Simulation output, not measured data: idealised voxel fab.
Module name: voxel capacitor over wiring (process module)
Square cell edge 5 nm, section width 225 nm, ID cut.
Square cells in a grid make up a cross-section in this document, and the grid is given as bands, listed from the top down, each one or more rows of cells.
In this notation a band is specified by the heights of its top and bottom, in that order and in nm, after which its materials appear from left to right, each paired with its width in nm. The word "full width" attached to a single material means that material fills the band from edge to edge; the word "blank" stands for empty space.
Height datum 0, below which the as-received substrate wafer is one material. Lowest band open at the bottom, running downward: "0 and below".
When a width is written as two numbers, as in "30->40", the first number is the width in the top row of cells of the band and the second is the width in its bottom row, and the width changes by the same amount from each row to the next.
Take "nothing changed" at face value: in the step it is given for, the cross-section changed in none of its cells.
What "Internal closed voids" gives you is every empty space of 8 cells or more that is cut off from the top. Each appears as width x height at distance, with the distance taken from the left edge and width, height and distance all in nm.
On a step's line, text after the settings is the simulator commenting on that step.
On any step carrying a mask, the "overlay nm" setting, if present on the step's line, tells how far right of its planned place the mask lay; negative values point to the left.

**Planned process steps**
1 RECEIVE: material Si
2 CONFORMAL_DEP: material SiO2, thk nm 15
3 CONFORMAL_DEP: material SiCN, thk nm 5
4 DIRECTIONAL_DEP: material SiO2, thk nm 20
5 PATTERN: tone open, mask id METAL_1, material resist, width nm 30, pitch nm 95, thk nm 15, overlay nm 0
6 DIRECTIONAL_ETCH: etch materials SiO2, depth nm 20
7 DIRECTIONAL_ETCH: etch materials SiCN, depth nm 5
8 STRIP: etch materials resist
9 CONFORMAL_DEP: material TiN, thk nm 5
10 FILL_DEP: material Cu, thk nm 10
11 CMP: height nm 40
12 EPI: material Ru, thk nm 5
13 FILL_DEP: material SiCN, thk nm 5
14 DIRECTIONAL_DEP: material lowk, thk nm 15
15 MASKED_ETCH: tone open, mask id PLUG_1, width nm 15, etch materials lowk, depth nm 15, overlay nm 0
16 MASKED_ETCH: tone open, mask id PLUG_1, width nm 15, etch materials SiCN, depth nm 5, overlay nm 0
17 CONFORMAL_DEP: material TiN, thk nm 5
18 FILL_DEP: material Ru, thk nm 10
19 CMP: height nm 65
20 DIRECTIONAL_DEP: material TiN, thk nm 5
21 DIRECTIONAL_DEP: material SiN, thk nm 5
22 DIRECTIONAL_DEP: material TiN, thk nm 10
23 PATTERN: tone cover, mask id UPPER_PLATE, material resist, width nm 70, thk nm 15, overlay nm 0
24 DIRECTIONAL_ETCH: etch materials TiN, depth nm 10
25 DIRECTIONAL_ETCH: etch materials SiN, depth nm 5
26 STRIP: etch materials resist
27 PATTERN: tone cover, mask id LOWER_PLATE, material resist, width nm 80, thk nm 20, overlay nm 0
28 DIRECTIONAL_ETCH: etch materials TiN, depth nm 5
29 STRIP: etch materials resist
30 FILL_DEP: material SiO2, thk nm 20
31 CMP: height nm 100
32 DIRECTIONAL_DEP: material aC, thk nm 10
33 PATTERN: tone open, mask id PLUG_2, material resist, width nm 15, thk nm 30, overlay nm 0
34 DIRECTIONAL_ETCH: etch materials aC, depth nm 10
35 STRIP: etch materials resist
36 DIRECTIONAL_ETCH: etch materials SiO2, depth nm 15
37 STRIP: etch materials aC
38 CONFORMAL_DEP: material TiN, thk nm 5
39 FILL_DEP: material W, thk nm 5
40 CMP: height nm 100
41 CONFORMAL_DEP: material SiCN, thk nm 5

**This is the cross-section of the wafer as we received it, i.e. after step 1**
0 and below = Si full width
Internal closed voids: none

**Post-module cross-section: identical start and plan to those above, one misstep in execution**
105 down to 100 = SiCN full width
100 down to 90 = 75 SiO2, 5 TiN, 5 W, 5 TiN, 135 SiO2
90 down to 85 = 75 SiO2, 15 TiN, 135 SiO2
85 down to 75 = 65 SiO2, 70 TiN, 90 SiO2
75 down to 70 = 65 SiO2, 70 SiN, 90 SiO2
70 down to 65 = 60 SiO2, 80 TiN, 85 SiO2
65 down to 50 = 65 lowk, 5 TiN, 5 Ru, 5 TiN, 145 lowk
50 down to 45 = 65 SiCN, 15 TiN, 145 SiCN
45 down to 40 = 45 SiCN, 40 Ru, 55 SiCN, 40 Ru, 45 SiCN
40 down to 35 = 50 SiO2, 5 TiN, 20 Cu, 5 TiN, 65 SiO2, 5 TiN, 20 Cu, 5 TiN, 50 SiO2
35 down to 30 = 50 SiCN, 30 TiN, 65 SiCN, 30 TiN, 50 SiCN
30 down to 0 = SiO2 full width
0 and below = Si full width
Internal closed voids: none
Processing error: plan step 2 ran twice
